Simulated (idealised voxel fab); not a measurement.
Presented below is a process module, voxel self aligned contacts.
Section cut is 235 nm wide and gridded with 5 nm square cells.
Each cross-section below is a grid of square cells, stated as bands in top-down order, with one or more rows of cells making up each band.
Band entry format. Leading values: height of top, height of bottom, nm. Remainder: materials in left-to-right order, each with its width in nm. Special words: "everywhere" on a single material, which then fills the band edge to edge; "blank", empty space.
Heads up on the height convention: 0 is the point under which the incoming wafer is all one material, and the lowest band has no bottom, it just keeps going down, like "0 down".
When a width is written as two numbers, as in "30..40", the first number is the width in the top row of cells of the band and the second is the width in its bottom row, and the width changes by the same amount from each row to the next.
Reading "nothing changed" for a step: not a cell of the cross-section changed in it.
Closed-off voids of 8+ cells (no open route to the top) go in "Sealed-off cavities", written width x height at distance from the left edge, in nm.
Whatever follows a step's settings on its line is a remark the simulator itself makes about that step.
The line of a step may include "overlay nm". On a step with a mask, this value is how far to the right of its planned place the mask lay. A negative value means the mask lay to the left.

So here's the lineup of process steps we planned:
1: RECEIVE (material Si)
2: CONFORMAL_DEP (material SiO2; thk nm 5)
3: DIRECTIONAL_DEP (material polySi; thk nm 20)
4: DIRECTIONAL_DEP (material SiN; thk nm 25)
5: MASKED_ETCH (tone cover; mask id GATE; width nm 25; pitch nm 65; etch materials SiN; depth nm 25; overlay nm 0)
6: MASKED_ETCH (tone cover; mask id GATE; width nm 25; pitch nm 65; etch materials polySi; depth nm 20; overlay nm 0)
7: CONFORMAL_DEP (material SiN; thk nm 10)
8: DIRECTIONAL_ETCH (etch materials SiN; depth nm 10)
9: FILL_DEP (material SiO2; thk nm 15)
10: CMP (height nm 60)
11: PATTERN (tone open; mask id CONTACT; material resist; width nm 50; pitch nm 65; thk nm 20; overlay nm 0)
12: DIRECTIONAL_ETCH (etch materials SiO2; depth nm 60)
13: STRIP (etch materials resist)
14: CONFORMAL_DEP (material TiN; thk nm 5)
15: FILL_DEP (material Ru; thk nm 10)
16: CMP (height nm 60)
17: CONFORMAL_DEP (material SiCN; thk nm 5)

This is the cross-section of the wafer as we received it, i.e. after step 1:
	0 down  Si everywhere
	Sealed-off cavities: none

Module complete, cross-section. Starting point and plan per above. One mistake made in running the module:
	65 to 60  SiCN everywhere
	60 to 50  60 of SiO2; 5..20 of TiN; 40..10 of Ru; 5..20 of TiN; 15 of SiO2; 5..20 of TiN; 40..10 of Ru; 5..20 of TiN; 60 of SiO2
	50 to 30  30 of SiO2; 45 of SiN; 5 of TiN; 10 of Ru; 5 of TiN; 45 of SiN; 5 of TiN; 10 of Ru; 5 of TiN; 45 of SiN; 30 of SiO2
	30 to 25  30 of SiO2; 45 of SiN; 20 of TiN; 45 of SiN; 20 of TiN; 45 of SiN; 30 of SiO2
	25 to 5  20 of SiO2; 10 of SiN; 35 of polySi; 10 of SiN; 10 of TiN; 10 of SiN; 35 of polySi; 10 of SiN; 10 of TiN; 10 of SiN; 35 of polySi; 10 of SiN; 30 of SiO2
	5 to 0  75 of SiO2; 10 of TiN; 55 of SiO2; 10 of TiN; 85 of SiO2
	0 down  Si everywhere
	Sealed-off cavities: none
So what did we get wrong on this run? off-plan run, step 6, actual operation and settings MASKED_ETCH (tone cover; mask id GATE; width nm 25; pitch nm 65; etch materials polySi; depth nm 20; overlay nm -10)
